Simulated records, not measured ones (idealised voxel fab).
This is a process module. Its name is voxel self aligned contacts.
Square cell edge 5 nm, section width 140 nm, ID cut.
A cross-section is written here as square cells arranged in a grid, and it is given in bands from the top down, each band taking up one or more rows of cells. Band entry format. Leading values: height of top, height of bottom, nm. Remainder: materials in left-to-right order, each with its width in nm. Special words: "all across" on a single material, which then fills the band edge to edge; "empty", empty space. Where do heights start? At 0: under that level the wafer as delivered is made of one material only. And the lowest band has no floor; it just carries on downward, as in "top 0, no bottom". Width "30 to 40": first value at the band's top row of cells, second value at its bottom row, equal change from row to row. Where a step carries "stayed the same", the cross-section came out of it unchanged, cell for cell. "Closed void listing" means: voids of 8 cells or more that are shut off from the top with no open way through. Written width x height at distance, distance from the left edge, in nm. Read whatever lies past the settings on a step's line as the simulator's own remark about the step. A step's line can hold "overlay nm"; with a mask on that step, the setting says how far right of the planned place the mask lay, while a negative setting says it lay to the left.
**These are the steps we planned for the process**
1. RECEIVE with material Si
2. OXIDIZE with depth nm 5
3. DIRECTIONAL_DEP with material polySi, thk nm 25
4. DIRECTIONAL_DEP with material SiN, thk nm 25
5. PATTERN with tone cover, mask id GATE, material resist, width nm 35, pitch nm 75, thk nm 20, overlay nm 0
6. DIRECTIONAL_ETCH with etch materials SiN, depth nm 25
7. DIRECTIONAL_ETCH with etch materials polySi, depth nm 25
8. STRIP with etch materials resist
9. CONFORMAL_DEP with material SiN, thk nm 10
10. DIRECTIONAL_ETCH with etch materials SiN, depth nm 10
11. FILL_DEP with material SiO2, thk nm 10
12. CMP with height nm 55
13. PATTERN with tone open, mask id CONTACT, material resist, width nm 50, thk nm 20, overlay nm 0
14. DIRECTIONAL_ETCH with etch materials SiO2, depth nm 60
15. STRIP with etch materials resist
16. CONFORMAL_DEP with material TiN, thk nm 5
17. FILL_DEP with material W, thk nm 10
18. CMP with height nm 55
19. CONFORMAL_DEP with material SiCN, thk nm 5
**The following pertains to the first of two wafers, which was processed as planned**
**So this is the incoming wafer in cross-section - it's already been through step 1**
top 0, no bottom: Si all across
Closed void listing: none
**The wafer in cross-section once step 2 is complete**
top 0, bottom -5: SiO2 all across
Unchanged below -5.
**The wafer in cross-section once step 3 is complete**
top 25, bottom 0: polySi all across
Unchanged below 0.
**The wafer in cross-section once step 4 is complete**
top 50, bottom 25: SiN all across
Unchanged below 25.
**The wafer in cross-section once step 5 is complete**
top 70, bottom 50: 15 empty / 35 resist / 40 empty / 35 resist / 15 empty
Unchanged below 50.
**The wafer in cross-section once step 6 is complete**
top 70, bottom 50: 15 empty / 35 resist / 40 empty / 35 resist / 15 empty
top 50, bottom 25: 15 empty / 35 SiN / 40 empty / 35 SiN / 15 empty
Unchanged below 25.
**The wafer in cross-section once step 7 is complete**
top 70, bottom 50: 15 empty / 35 resist / 40 empty / 35 resist / 15 empty
top 50, bottom 25: 15 empty / 35 SiN / 40 empty / 35 SiN / 15 empty
top 25, bottom 0: 15 empty / 35 polySi / 40 empty / 35 polySi / 15 empty
Unchanged below 0.
**The wafer in cross-section once step 8 is complete**
top 50, bottom 25: 15 empty / 35 SiN / 40 empty / 35 SiN / 15 empty
Unchanged below 25.
**The wafer in cross-section once step 9 is complete**
top 60, bottom 25: 5 empty / 55 SiN / 20 empty / 55 SiN / 5 empty
top 25, bottom 10: 5 empty / 10 SiN / 35 polySi / 10 SiN / 20 empty / 10 SiN / 35 polySi / 10 SiN / 5 empty
top 10, bottom 0: 15 SiN / 35 polySi / 40 SiN / 35 polySi / 15 SiN
Unchanged below 0.
**The wafer in cross-section once step 10 is complete**
top 50, bottom 25: 5 empty / 55 SiN / 20 empty / 55 SiN / 5 empty
top 25, bottom 0: 5 empty / 10 SiN / 35 polySi / 10 SiN / 20 empty / 10 SiN / 35 polySi / 10 SiN / 5 empty
Unchanged below 0.
**The wafer in cross-section once step 11 is complete**
top 60, bottom 50: SiO2 all across
top 50, bottom 25: 5 SiO2 / 55 SiN / 20 SiO2 / 55 SiN / 5 SiO2
top 25, bottom 0: 5 SiO2 / 10 SiN / 35 polySi / 10 SiN / 20 SiO2 / 10 SiN / 35 polySi / 10 SiN / 5 SiO2
Unchanged below 0.
**The wafer in cross-section once step 12 is complete**
top 55, bottom 50: SiO2 all across
Unchanged below 50.
**The wafer in cross-section once step 13 is complete**
top 75, bottom 55: 45 resist / 50 empty / 45 resist
Unchanged below 55.
**The wafer in cross-section once step 14 is complete**
top 75, bottom 55: 45 resist / 50 empty / 45 resist
top 55, bottom 50: 45 SiO2 / 50 empty / 45 SiO2
top 50, bottom 25: 5 SiO2 / 55 SiN / 20 empty / 55 SiN / 5 SiO2
top 25, bottom 0: 5 SiO2 / 10 SiN / 35 polySi / 10 SiN / 20 empty / 10 SiN / 35 polySi / 10 SiN / 5 SiO2
top 0, bottom -5: 60 SiO2 / 20 empty / 60 SiO2
Unchanged below -5.
**The wafer in cross-section once step 15 is complete**
top 55, bottom 50: 45 SiO2 / 50 empty / 45 SiO2
Unchanged below 50.
**The wafer in cross-section once step 16 is complete**
top 60, bottom 55: 50 TiN / 40 empty / 50 TiN
top 55, bottom 50: 45 SiO2 / 20 TiN / 10 empty / 20 TiN / 45 SiO2
top 50, bottom 25: 5 SiO2 / 55 SiN / 5 TiN / 10 empty / 5 TiN / 55 SiN / 5 SiO2
top 25, bottom 0: 5 SiO2 / 10 SiN / 35 polySi / 10 SiN / 5 TiN / 10 empty / 5 TiN / 10 SiN / 35 polySi / 10 SiN / 5 SiO2
top 0, bottom -5: 60 SiO2 / 20 TiN / 60 SiO2
Unchanged below -5.
**The wafer in cross-section once step 17 is complete**
top 70, bottom 60: W all across
top 60, bottom 55: 50 TiN / 40 W / 50 TiN
top 55, bottom 50: 45 SiO2 / 20 TiN / 10 W / 20 TiN / 45 SiO2
top 50, bottom 25: 5 SiO2 / 55 SiN / 5 TiN / 10 W / 5 TiN / 55 SiN / 5 SiO2
top 25, bottom 0: 5 SiO2 / 10 SiN / 35 polySi / 10 SiN / 5 TiN / 10 W / 5 TiN / 10 SiN / 35 polySi / 10 SiN / 5 SiO2
Unchanged below 0.
**The wafer in cross-section once step 18 is complete**
top 55, bottom 50: 45 SiO2 / 20 TiN / 10 W / 20 TiN / 45 SiO2
Unchanged below 50.
**The wafer in cross-section once step 19 is complete**
top 60, bottom 55: SiCN all across
Unchanged below 55.
**Wafer two of the pair: same origin, same plan, one error during the run; identical to wafer one up to and including step 8**
**Second wafer, section view, time point: scheduled end of step 9**
top 60, bottom 50: 5 empty / 55 polySi / 20 empty / 55 polySi / 5 empty
top 50, bottom 25: 5 empty / 10 polySi / 35 SiN / 10 polySi / 20 empty / 10 polySi / 35 SiN / 10 polySi / 5 empty
top 25, bottom 10: 5 empty / 55 polySi / 20 empty / 55 polySi / 5 empty
top 10, bottom 0: polySi all across
Unchanged below 0.
Second wafer, section view, time point: scheduled end of step 10: stayed the same
**Second wafer, section view, time point: scheduled end of step 11**
top 70, bottom 60: SiO2 all across
top 60, bottom 50: 5 SiO2 / 55 polySi / 20 SiO2 / 55 polySi / 5 SiO2
top 50, bottom 25: 5 SiO2 / 10 polySi / 35 SiN / 10 polySi / 20 SiO2 / 10 polySi / 35 SiN / 10 polySi / 5 SiO2
top 25, bottom 10: 5 SiO2 / 55 polySi / 20 SiO2 / 55 polySi / 5 SiO2
Unchanged below 10.
**Second wafer, section view, time point: scheduled end of step 12**
top 55, bottom 50: 5 SiO2 / 55 polySi / 20 SiO2 / 55 polySi / 5 SiO2
Unchanged below 50.
**Second wafer, section view, time point: scheduled end of step 13**
top 75, bottom 55: 45 resist / 50 empty / 45 resist
Unchanged below 55.
**Second wafer, section view, time point: scheduled end of step 14**
top 75, bottom 55: 45 resist / 50 empty / 45 resist
top 55, bottom 50: 5 SiO2 / 55 polySi / 20 empty / 55 polySi / 5 SiO2
top 50, bottom 25: 5 SiO2 / 10 polySi / 35 SiN / 10 polySi / 20 empty / 10 polySi / 35 SiN / 10 polySi / 5 SiO2
top 25, bottom 10: 5 SiO2 / 55 polySi / 20 empty / 55 polySi / 5 SiO2
Unchanged below 10.
**Second wafer, section view, time point: scheduled end of step 15**
top 55, bottom 50: 5 SiO2 / 55 polySi / 20 empty / 55 polySi / 5 SiO2
Unchanged below 50.
**Second wafer, section view, time point: scheduled end of step 16**
top 60, bottom 55: 65 TiN / 10 empty / 65 TiN
top 55, bottom 50: 5 SiO2 / 55 polySi / 5 TiN / 10 empty / 5 TiN / 55 polySi / 5 SiO2
top 50, bottom 25: 5 SiO2 / 10 polySi / 35 SiN / 10 polySi / 5 TiN / 10 empty / 5 TiN / 10 polySi / 35 SiN / 10 polySi / 5 SiO2
top 25, bottom 15: 5 SiO2 / 55 polySi / 5 TiN / 10 empty / 5 TiN / 55 polySi / 5 SiO2
top 15, bottom 10: 5 SiO2 / 55 polySi / 20 TiN / 55 polySi / 5 SiO2
Unchanged below 10.
**Second wafer, section view, time point: scheduled end of step 17**
top 70, bottom 60: W all across
top 60, bottom 55: 65 TiN / 10 W / 65 TiN
top 55, bottom 50: 5 SiO2 / 55 polySi / 5 TiN / 10 W / 5 TiN / 55 polySi / 5 SiO2
top 50, bottom 25: 5 SiO2 / 10 polySi / 35 SiN / 10 polySi / 5 TiN / 10 W / 5 TiN / 10 polySi / 35 SiN / 10 polySi / 5 SiO2
top 25, bottom 15: 5 SiO2 / 55 polySi / 5 TiN / 10 W / 5 TiN / 55 polySi / 5 SiO2
Unchanged below 15.
**Second wafer, section view, time point: scheduled end of step 18**
top 55, bottom 50: 5 SiO2 / 55 polySi / 5 TiN / 10 W / 5 TiN / 55 polySi / 5 SiO2
Unchanged below 50.
**Second wafer, section view, time point: scheduled end of step 19**
top 60, bottom 55: SiCN all across
Unchanged below 55.
Where did the run depart from the plan? step 9 ran with different settings than intended, the actual operation and settings being CONFORMAL_DEP with material polySi, thk nm 10
At the finish, the second wafer shows more or fewer cells for some materials than the first does: SiN -80 | SiO2 -16 | TiN -12 | W -6 | polySi +114
